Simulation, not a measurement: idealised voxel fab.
The document below concerns the process module designated voxel wiring stack.
Shown is cross-section cut, with a width of 230 nm and square cells of size 5 nm.
Notation: cross-section as square-cell grid; stated in bands, top first, going down; one or more cell rows per band.
The entry gives the band's vertical extent as a top height and a bottom height in nm, then its horizontal make-up as materials from left to right, each with a width in nm. "empty" stands for empty space; a single material marked "everywhere" fills the band edge to edge.
Heights are reckoned from 0. Under this level, the received wafer is all of one material. The bottommost band is open-ended downward, for example "0 nm and below".
Width spec "30->40" -> top row of cells at first value, bottom row at second value, equal per-row change in between.
"stayed the same" after a step means that no cell of the cross-section changed.
The entry "Unvented internal voids" lists the empty spaces that cover at least 8 cells and have no open path to the top. Each is written as width x height at distance, where the distance is measured from the left edge and all three values are in nm.
after a step's settings: what the simulator itself notes on the step
You can add "overlay nm" to a step's line. For a step with a mask, it describes how far the mask lay to the right of its planned position, and a negative number describes a lay to the left.
Steps in the process plan:
step 1: RECEIVE: material Si
step 2: CONFORMAL_DEP: material SiO2, thk nm 10
step 3: DIRECTIONAL_DEP: material TiN, thk nm 5
step 4: DIRECTIONAL_DEP: material Ru, thk nm 25
step 5: MASKED_ETCH: tone cover, mask id METAL_1, width nm 25, pitch nm 40, etch materials Ru, depth nm 25, overlay nm 0
step 6: MASKED_ETCH: tone cover, mask id METAL_1, width nm 25, pitch nm 40, etch materials TiN, depth nm 5, overlay nm 0
step 7: CONFORMAL_DEP: material SiN, thk nm 5
step 8: FILL_DEP: material lowk, thk nm 10
step 9: CMP: height nm 40
step 10: CONFORMAL_DEP: material SiCN, thk nm 5
step 11: DIRECTIONAL_DEP: material SiO2, thk nm 15
step 12: DIRECTIONAL_DEP: material aC, thk nm 15
step 13: PATTERN: tone open, mask id PLUG_1, material resist, width nm 15, pitch nm 80, thk nm 35, overlay nm 0
step 14: DIRECTIONAL_ETCH: etch materials aC, depth nm 15
step 15: STRIP: etch materials resist
step 16: DIRECTIONAL_ETCH: etch materials SiO2, depth nm 15
step 17: DIRECTIONAL_ETCH: etch materials SiCN, depth nm 5
step 18: STRIP: etch materials aC
step 19: CONFORMAL_DEP: material TiN, thk nm 5
step 20: FILL_DEP: material Ru, thk nm 5
step 21: CMP: height nm 60
step 22: DIRECTIONAL_DEP: material TiN, thk nm 5
step 23: DIRECTIONAL_DEP: material Ru, thk nm 20
step 24: MASKED_ETCH: tone cover, mask id METAL_2, width nm 25, pitch nm 40, etch materials Ru, depth nm 20, overlay nm 0
step 25: MASKED_ETCH: tone cover, mask id METAL_2, width nm 25, pitch nm 40, etch materials TiN, depth nm 5, overlay nm -15
step 26: CONFORMAL_DEP: material SiN, thk nm 5
step 27: FILL_DEP: material lowk, thk nm 10
step 28: CMP: height nm 85
step 29: CONFORMAL_DEP: material SiCN, thk nm 5
The plan's step 25 overlay nm is the first wafer's value; the wafers differ in this setting and start identical.
Cross-section of the first of several wafers as received (after step 1):
0 nm and below = Si everywhere
Unvented internal voids: none
Note: the following table is arranged by wafer, a row apiece. Each row reports the end-of-module state: per material, cells gained (+) or cells lost (-) compared with the wafer as received; closed voids follow:
overlay nm -15; +186 Ru; +86 SiCN; +118 SiN; +212 SiO2; +70 TiN; +156 lowk; Unvented internal voids: none
overlay nm -10; +186 Ru; +86 SiCN; +121 SiN; +212 SiO2; +66 TiN; +157 lowk; Unvented internal voids: none
overlay nm -5; +186 Ru; +86 SiCN; +124 SiN; +212 SiO2; +62 TiN; +158 lowk; Unvented internal voids: none
overlay nm 0; +186 Ru; +86 SiCN; +124 SiN; +212 SiO2; +58 TiN; +162 lowk; Unvented internal voids: none
overlay nm 5; +186 Ru; +86 SiCN; +124 SiN; +212 SiO2; +62 TiN; +158 lowk; Unvented internal voids: none
overlay nm 10; +186 Ru; +86 SiCN; +121 SiN; +212 SiO2; +66 TiN; +157 lowk; Unvented internal voids: none
overlay nm 15; +186 Ru; +86 SiCN; +118 SiN; +212 SiO2; +70 TiN; +156 lowk; Unvented internal voids: none
